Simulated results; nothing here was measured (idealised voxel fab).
Presented below is a process module, voxel wiring stack.
For reference, the cross-section in this document is cut, with width 210 nm and square cells of 5 nm.
The cross-sections in this document take the form of a grid made of square cells. They are written out as bands, in order from top to bottom. Each band consists of one or more rows of cells.
Top, bottom (nm), then materials left to right with widths (nm); lone material tagged "edge to edge" fills the whole band edge to edge; "air" = empty space.
Ref level 0: as-received wafer is one material below here. Bottom band extends down with no lower bound ("0 nm and below").
So if you see something like "30..40" for the width, read it as the top row of the band sitting at the first number and the bottom row at the second, with every row in between moving by the same amount as the last.
Given "no change" for a step, no cell of the cross-section differs between before and after that step.
"Closed cavity list" lists enclosed empty spaces (at least 8 cells, no open path upward to the top), each as width x height at distance from the left edge, in nm.
Step line, after settings: the simulator's comment on this step.
The line of a step may include "overlay nm". On a step with a mask, this value is how far to the right of its planned place the mask lay. A negative value means the mask lay to the left.

THE FOLLOWING LIST GIVES THE PLANNED PROCESS STEPS
1 RECEIVE (material Si)
2 CONFORMAL_DEP (material SiO2; thk nm 5)
3 CONFORMAL_DEP (material SiCN; thk nm 5)
4 DIRECTIONAL_DEP (material SiO2; thk nm 25)
5 PATTERN (tone open; mask id METAL_1; material resist; width nm 30; pitch nm 60; thk nm 20; overlay nm 0)
6 DIRECTIONAL_ETCH (etch materials SiO2; depth nm 25)
7 DIRECTIONAL_ETCH (etch materials SiCN; depth nm 5)
8 STRIP (etch materials resist)
9 CONFORMAL_DEP (material TiN; thk nm 5)
10 FILL_DEP (material Cu; thk nm 5)
11 CMP (height nm 40)
12 CONFORMAL_DEP (material SiCN; thk nm 5)
13 DIRECTIONAL_DEP (material lowk; thk nm 25)
14 PATTERN (tone open; mask id METAL_2_HOLES; material resist; width nm 15; pitch nm 60; thk nm 20; overlay nm 0)
15 DIRECTIONAL_ETCH (etch materials lowk; depth nm 25)
16 STRIP (etch materials resist)
17 PATTERN (tone open; mask id METAL_2; material resist; width nm 30; pitch nm 60; thk nm 20; overlay nm 0)
18 DIRECTIONAL_ETCH (etch materials lowk; depth nm 15)
19 DIRECTIONAL_ETCH (etch materials SiCN; depth nm 5)
20 STRIP (etch materials resist)
21 CONFORMAL_DEP (material TiN; thk nm 5)
22 FILL_DEP (material Ru; thk nm 10)
23 CMP (height nm 70)
24 CONFORMAL_DEP (material SiCN; thk nm 5)
25 DIRECTIONAL_DEP (material SiO2; thk nm 15)
26 PATTERN (tone open; mask id PLUG_2; material resist; width nm 15; thk nm 15; overlay nm 0)
27 DIRECTIONAL_ETCH (etch materials SiO2; depth nm 15)
28 DIRECTIONAL_ETCH (etch materials SiCN; depth nm 5)
29 STRIP (etch materials resist)
30 EPI (material Ru; thk nm 10)
31 EPI (material Ru; thk nm 10)
32 DIRECTIONAL_DEP (material TiN; thk nm 5)
33 DIRECTIONAL_DEP (material Ru; thk nm 20)
34 PATTERN (tone cover; mask id METAL_3; material resist; width nm 30; pitch nm 60; thk nm 20; overlay nm 0)
35 DIRECTIONAL_ETCH (etch materials Ru; depth nm 20)
36 DIRECTIONAL_ETCH (etch materials TiN; depth nm 5)
37 STRIP (etch materials resist)
38 CONFORMAL_DEP (material SiCN; thk nm 5)
39 FILL_DEP (material SiO2; thk nm 10)
40 CMP (height nm 115)
41 CONFORMAL_DEP (material SiCN; thk nm 5)
42 DIRECTIONAL_DEP (material SiO2; thk nm 30)
43 PATTERN (tone open; mask id METAL_4_HOLES; material resist; width nm 15; pitch nm 60; thk nm 15; overlay nm 0)
44 DIRECTIONAL_ETCH (etch materials SiO2; depth nm 30)
45 STRIP (etch materials resist)
46 MASKED_ETCH (tone open; mask id METAL_4; width nm 30; pitch nm 60; etch materials SiO2; depth nm 15; overlay nm 0)
47 MASKED_ETCH (tone open; mask id METAL_4; width nm 30; pitch nm 60; etch materials SiCN; depth nm 5; overlay nm 0)
48 CONFORMAL_DEP (material TiN; thk nm 5)
49 FILL_DEP (material Cu; thk nm 10)
50 CMP (height nm 150)
51 CONFORMAL_DEP (material SiCN; thk nm 5)
Heads up: all these wafers start the same, and what changes between them is the thk nm in step 2. The value you see in the plan is just what the first wafer got.

CROSS-SECTION: THE FIRST OF SEVERAL WAFERS IN ITS AS-RECEIVED STATE, I.E. FOLLOWING STEP 1
	0 nm and below = Si edge to edge
	Closed cavity list: none

HERE IS HOW TO READ THE ROWS: EVERY WAFER HAS A ROW, AND IT SHOWS THE WAFER AT THE END OF THE MODULE, GIVING FOR EACH MATERIAL HOW MANY CELLS WERE GAINED (+) OR LOST (-) SINCE THE WAFER WAS RECEIVED, THEN LISTING ITS CLOSED VOIDS
thk nm 5; +72 Cu; +82 Ru; +229 SiCN; +611 SiO2; +146 TiN; +162 lowk; Closed cavity list: none
thk nm 10; +64 Cu; +82 Ru; +229 SiCN; +653 SiO2; +112 TiN; +162 lowk; Closed cavity list: none
thk nm 15; +56 Cu; +82 Ru; +229 SiCN; +665 SiO2; +108 TiN; +162 lowk; Closed cavity list: none
thk nm 20; +48 Cu; +82 Ru; +229 SiCN; +677 SiO2; +104 TiN; +162 lowk; Closed cavity list: none
thk nm 25; +40 Cu; +82 Ru; +229 SiCN; +689 SiO2; +100 TiN; +162 lowk; Closed cavity list: none
